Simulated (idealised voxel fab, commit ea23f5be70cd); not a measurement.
Process module name: voxel ribs on slabs
Pictured: cross-section cut, 295 nm wide, on a grid of 5 nm square cells.
If you're reading a cross-section in this doc, picture square cells in a grid; it comes to you as bands, top ones listed first down to the bottom, and a band can be one or more rows of cells.
What a band's entry tells you: where the top is and where the bottom is, as heights in nm, and after that what lies inside, material by material from left to right, each with its width in nm. Empty space is written as the word "air", and a single material marked with the word "edge to edge" occupies the band from edge to edge.
Basically, 0 is our baseline, since under it the wafer straight out of the box is all one material. The bottom band has no lower end and keeps on going down, so it looks like "0 down".
Read "30 to 40" as a graded width: first number on top, second number at the bottom, same change between each pair of neighbouring rows.
A step reported as "all unchanged" is a step in which no cell of the cross-section changed.
Empty spaces counting at least 8 cells and having no open way to the top are listed in "Closed void inventory". The notation width x height at distance is used for each, the distance being from the left edge and all three values in nm.
It should be noted that, on the line of a given step, the content following the step's settings is a remark produced by the simulator itself with respect to that step.
overlay nm: on a step with a mask, how far right of its planned place the mask lay; negative means left.
# Intended process steps
| 1 | RECEIVE | material Si |
| 2 | DIRECTIONAL_DEP | material SiO2 | thk nm 25 |
| 3 | DIRECTIONAL_DEP | material SiN | thk nm 25 |
| 4 | PATTERN | tone cover | mask id RIB | material resist | width nm 15 | thk nm 15 | overlay nm 0 |
| 5 | DIRECTIONAL_ETCH | etch materials SiN | depth nm 5 |
| 6 | STRIP | etch materials resist |
| 7 | MASKED_ETCH | tone cover | mask id SLAB | width nm 55 | etch materials SiN | depth nm 20 | overlay nm 0 |
| 8 | FILL_DEP | material SiO2 | thk nm 30 |
| 9 | CMP | height nm 70 |
| 10 | DIRECTIONAL_DEP | material TiN | thk nm 10 |
| 11 | MASKED_ETCH | tone cover | mask id HEATER | width nm 25 | etch materials TiN | depth nm 10 | overlay nm 0 |
| 12 | CONFORMAL_DEP | material SiO2 | thk nm 5 |
# Below: the first of two wafers, run as planned
# Wafer cross-section on receipt, i.e. after step 1
- 0 down = Si edge to edge
- Closed void inventory: none
# So this is the wafer cross-section right after step 2
- 25 to 0 = SiO2 edge to edge
- Rest of section, below 0: as before.
# So this is the wafer cross-section right after step 3
- 50 to 25 = SiN edge to edge
- Rest of section, below 25: as before.
# So this is the wafer cross-section right after step 4
- 65 to 50 = air 140, then resist 15, then air 140
- Rest of section, below 50: as before.
# So this is the wafer cross-section right after step 5
- 65 to 50 = air 140, then resist 15, then air 140
- 50 to 45 = air 140, then SiN 15, then air 140
- Rest of section, below 45: as before.
# So this is the wafer cross-section right after step 6
- 50 to 45 = air 140, then SiN 15, then air 140
- Rest of section, below 45: as before.
# So this is the wafer cross-section right after step 7
- 50 to 45 = air 140, then SiN 15, then air 140
- 45 to 25 = air 120, then SiN 55, then air 120
- Rest of section, below 25: as before.
# So this is the wafer cross-section right after step 8
- 80 to 50 = SiO2 edge to edge
- 50 to 45 = SiO2 140, then SiN 15, then SiO2 140
- 45 to 25 = SiO2 120, then SiN 55, then SiO2 120
- Rest of section, below 25: as before.
# So this is the wafer cross-section right after step 9
- 70 to 50 = SiO2 edge to edge
- Rest of section, below 50: as before.
# So this is the wafer cross-section right after step 10
- 80 to 70 = TiN edge to edge
- Rest of section, below 70: as before.
# So this is the wafer cross-section right after step 11
- 80 to 70 = air 135, then TiN 25, then air 135
- Rest of section, below 70: as before.
# So this is the wafer cross-section right after step 12
- 85 to 80 = air 130, then SiO2 35, then air 130
- 80 to 75 = air 130, then SiO2 5, then TiN 25, then SiO2 5, then air 130
- 75 to 70 = SiO2 135, then TiN 25, then SiO2 135
- Rest of section, below 70: as before.
# What follows concerns the second wafer, which started out like the first and was meant to follow the very same plan; one mistake crept in when it was run, but everything up to and including step 10 is the same as for the first wafer
# Cross-section, second wafer, at the end time the plan gives for step 11
- 80 to 70 = air 145, then TiN 25, then air 125
- Rest of section, below 70: as before.
# Cross-section, second wafer, at the end time the plan gives for step 12
- 85 to 80 = air 140, then SiO2 35, then air 120
- 80 to 75 = air 140, then SiO2 5, then TiN 25, then SiO2 5, then air 120
- 75 to 70 = SiO2 145, then TiN 25, then SiO2 125
- Rest of section, below 70: as before.
what went wrong: for step 11, the planned setting was not used; the step was instead run as MASKED_ETCH | tone cover | mask id HEATER | width nm 25 | etch materials TiN | depth nm 10 | overlay nm 10
Comparing end states, the material composition by cell count is preserved from the first wafer to the second, while the locations of the cells are not.
